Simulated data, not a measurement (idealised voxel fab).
process module | voxel transistor to metal
Section shown: cut. Width: 155 nm. Cell size: 5 nm, square.
We lay out every cross-section as a grid of square cells and spell it out in bands from the top down, where one band means one or more rows of cells.
The band entry comprises the height of the band's top followed by the height of its bottom, expressed in nm, and subsequently the band's materials from left to right, each stated together with its width in nm. Where a single material is marked with the word "full width", that material fills the band from edge to edge. The word "empty" represents empty space.
The level at which height equals 0 is the one under which the wafer, as it arrives, is entirely one material. No lower edge exists for the bottom band, which continues downward and is notated as in "0 down".
Read "30..40" as a graded width: first number on top, second number at the bottom, same change between each pair of neighbouring rows.
It should be understood that the words "nothing changed", when stated for a given step, signify that the cross-section underwent no change in any of its cells during that step.
For the entry "Closed void listing", the listed items are empty spaces with no open way to the top whose size is 8 cells or more; each item follows the pattern width x height at distance, where distance is from the left edge and all three are in nm.
Anything after a step's settings on that line? It's the simulator's own note about the step.
When a step includes a mask, the "overlay nm" setting on its line states how far to the right of its planned place that mask lay, and negative values state how far to the left.
**Process steps - plan**
1 RECEIVE, material Si
2 OXIDIZE, depth nm 5
3 CONFORMAL_DEP, material SiN, thk nm 15
4 MASKED_ETCH, tone cover, mask id ACTIVE, width nm 115, etch materials SiN, depth nm 15, overlay nm 0
5 MASKED_ETCH, tone cover, mask id ACTIVE, width nm 115, etch materials SiO2, depth nm 5, overlay nm 0
6 MASKED_ETCH, tone cover, mask id ACTIVE, width nm 115, etch materials Si, depth nm 25, overlay nm 0
7 FILL_DEP, material SiO2, thk nm 15
8 CMP, height nm 15
9 SELECTIVE_ETCH, etch materials SiO2, depth nm 10
10 STRIP, etch materials SiN
11 SELECTIVE_ETCH, etch materials SiO2, depth nm 5
12 OXIDIZE, depth nm 5
13 DIRECTIONAL_DEP, material polySi, thk nm 30
14 DIRECTIONAL_DEP, material SiCN, thk nm 10
15 MASKED_ETCH, tone cover, mask id GATE, width nm 25, etch materials SiCN, depth nm 20, overlay nm 0
16 MASKED_ETCH, tone cover, mask id GATE, width nm 25, etch materials polySi, depth nm 40, overlay nm 0
17 CONFORMAL_DEP, material SiN, thk nm 5
18 DIRECTIONAL_ETCH, etch materials SiN, depth nm 5
19 DIRECTIONAL_ETCH, etch materials SiO2, depth nm 5
20 DIRECTIONAL_ETCH, etch materials Si, depth nm 5
21 EPI, material pSi, thk nm 5
22 FILL_DEP, material SiO2, thk nm 5
23 CMP, height nm 35
24 DIRECTIONAL_DEP, material SiO2, thk nm 10
25 DIRECTIONAL_DEP, material aC, thk nm 10
26 PATTERN, tone open, mask id CONTACT, material resist, width nm 20, pitch nm 85, thk nm 25, overlay nm 0
27 DIRECTIONAL_ETCH, etch materials aC, depth nm 10
28 STRIP, etch materials resist
29 DIRECTIONAL_ETCH, etch materials SiO2, depth nm 55
30 STRIP, etch materials aC
31 CONFORMAL_DEP, material TiN, thk nm 5
32 FILL_DEP, material W, thk nm 5
33 CMP, height nm 45
34 DIRECTIONAL_DEP, material TiN, thk nm 5
35 DIRECTIONAL_DEP, material Ru, thk nm 25
36 PATTERN, tone cover, mask id METAL_1, material resist, width nm 20, pitch nm 85, thk nm 15, overlay nm 0
37 DIRECTIONAL_ETCH, etch materials Ru, depth nm 25
38 DIRECTIONAL_ETCH, etch materials TiN, depth nm 5
39 STRIP, etch materials resist
40 FILL_DEP, material lowk, thk nm 10
41 CMP, height nm 75
42 CONFORMAL_DEP, material SiCN, thk nm 5
43 DIRECTIONAL_DEP, material SiO2, thk nm 25
44 MASKED_ETCH, tone open, mask id METAL_2, width nm 20, pitch nm 85, etch materials SiO2, depth nm 15, overlay nm 0
45 PATTERN, tone open, mask id METAL_2_HOLES, material resist, width nm 15, pitch nm 85, thk nm 15, overlay nm 0
46 DIRECTIONAL_ETCH, etch materials SiO2, depth nm 10
47 DIRECTIONAL_ETCH, etch materials SiCN, depth nm 5
48 STRIP, etch materials resist
49 CONFORMAL_DEP, material TiN, thk nm 5
50 FILL_DEP, material Cu, thk nm 5
51 CMP, height nm 105
52 CONFORMAL_DEP, material SiCN, thk nm 5
**Wafer at receipt (post step 1), cross-section**
* 0 down = Si full width
* Closed void listing: none
**Cross-section: first of two wafers, module finished, run according to plan**
* 110 to 105 = SiCN full width
* 105 to 95 = 25 nm SiO2, then 5 nm TiN, then 10 nm Cu, then 5 nm TiN, then 65 nm SiO2, then 5 nm TiN, then 10 nm Cu, then 5 nm TiN, then 25 nm SiO2
* 95 to 90 = 25 nm SiO2, then 5 nm TiN, then 5 nm Cu, then 10 nm TiN, then 65 nm SiO2, then 5 nm TiN, then 5 nm Cu, then 10 nm TiN, then 25 nm SiO2
* 90 to 80 = 25 nm SiO2, then 5 nm TiN, then 5 nm Cu, then 5 nm TiN, then 70 nm SiO2, then 5 nm TiN, then 5 nm Cu, then 5 nm TiN, then 30 nm SiO2
* 80 to 75 = 25 nm SiCN, then 15 nm TiN, then 70 nm SiCN, then 15 nm TiN, then 30 nm SiCN
* 75 to 50 = 25 nm lowk, then 20 nm Ru, then 65 nm lowk, then 20 nm Ru, then 25 nm lowk
* 50 to 45 = 25 nm lowk, then 20 nm TiN, then 65 nm lowk, then 20 nm TiN, then 25 nm lowk
* 45 to 35 = 25 nm SiO2, then 5 nm TiN, then 10 nm W, then 5 nm TiN, then 65 nm SiO2, then 5 nm TiN, then 10 nm W, then 5 nm TiN, then 25 nm SiO2
* 35 to 25 = 25 nm SiO2, then 5 nm TiN, then 10 nm W, then 5 nm TiN, then 15 nm SiO2, then 5 nm SiN, then 25 nm SiCN, then 5 nm SiN, then 15 nm SiO2, then 5 nm TiN, then 10 nm W, then 5 nm TiN, then 25 nm SiO2
* 25 to 0 = 25 nm SiO2, then 5 nm TiN, then 10 nm W, then 5 nm TiN, then 15 nm SiO2, then 5 nm SiN, then 25 nm polySi, then 5 nm SiN, then 15 nm SiO2, then 5 nm TiN, then 10 nm W, then 5 nm TiN, then 25 nm SiO2
* 0 to -5 = 15 nm SiO2, then 5 nm SiN, then 5 nm SiO2, then 5 nm TiN, then 10 nm W, then 5 nm TiN, then 15 nm SiO2, then 5 nm SiN, then 25 nm polySi, then 5 nm SiN, then 15 nm SiO2, then 5 nm TiN, then 10 nm W, then 5 nm TiN, then 5 nm SiO2, then 5 nm SiN, then 15 nm SiO2
* -5 to -10 = 25 nm SiO2, then 20 nm TiN, then 10 nm SiO2, then 5 nm pSi, then 35 nm SiO2, then 5 nm pSi, then 10 nm SiO2, then 20 nm TiN, then 25 nm SiO2
* -10 to -15 = 20 nm SiO2, then 40 nm pSi, then 35 nm Si, then 40 nm pSi, then 20 nm SiO2
* -15 to -30 = 20 nm SiO2, then 115 nm Si, then 20 nm SiO2
* -30 down = Si full width
* Closed void listing: none
**Presented here is a cross-section of the second of the two wafers as it stood at the end of the module. It was started in the same manner and assigned the same plan as the first wafer; however, one mistake was made in its execution**
* 110 to 105 = SiCN full width
* 105 to 100 = 25 nm SiCN, then 15 nm TiN, then 70 nm SiCN, then 15 nm TiN, then 30 nm SiCN
* 100 to 75 = SiO2 full width
* 75 to 50 = 25 nm lowk, then 20 nm Ru, then 65 nm lowk, then 20 nm Ru, then 25 nm lowk
* 50 to 45 = 25 nm lowk, then 20 nm TiN, then 65 nm lowk, then 20 nm TiN, then 25 nm lowk
* 45 to 35 = 25 nm SiO2, then 5 nm TiN, then 10 nm W, then 5 nm TiN, then 65 nm SiO2, then 5 nm TiN, then 10 nm W, then 5 nm TiN, then 25 nm SiO2
* 35 to 25 = 25 nm SiO2, then 5 nm TiN, then 10 nm W, then 5 nm TiN, then 15 nm SiO2, then 5 nm SiN, then 25 nm SiCN, then 5 nm SiN, then 15 nm SiO2, then 5 nm TiN, then 10 nm W, then 5 nm TiN, then 25 nm SiO2
* 25 to 0 = 25 nm SiO2, then 5 nm TiN, then 10 nm W, then 5 nm TiN, then 15 nm SiO2, then 5 nm SiN, then 25 nm polySi, then 5 nm SiN, then 15 nm SiO2, then 5 nm TiN, then 10 nm W, then 5 nm TiN, then 25 nm SiO2
* 0 to -5 = 15 nm SiO2, then 5 nm SiN, then 5 nm SiO2, then 5 nm TiN, then 10 nm W, then 5 nm TiN, then 15 nm SiO2, then 5 nm SiN, then 25 nm polySi, then 5 nm SiN, then 15 nm SiO2, then 5 nm TiN, then 10 nm W, then 5 nm TiN, then 5 nm SiO2, then 5 nm SiN, then 15 nm SiO2
* -5 to -10 = 25 nm SiO2, then 20 nm TiN, then 10 nm SiO2, then 5 nm pSi, then 35 nm SiO2, then 5 nm pSi, then 10 nm SiO2, then 20 nm TiN, then 25 nm SiO2
* -10 to -15 = 20 nm SiO2, then 40 nm pSi, then 35 nm Si, then 40 nm pSi, then 20 nm SiO2
* -15 to -30 = 20 nm SiO2, then 115 nm Si, then 20 nm SiO2
* -30 down = Si full width
* Closed void listing: none
Where did the run depart from the plan? a sequencing error occurred in which plan steps 42 and 43 were transposed
Final wafer comparison in cells, second versus first, more or fewer per material: Cu: 14 fewer | SiO2: 36 more | TiN: 22 fewer
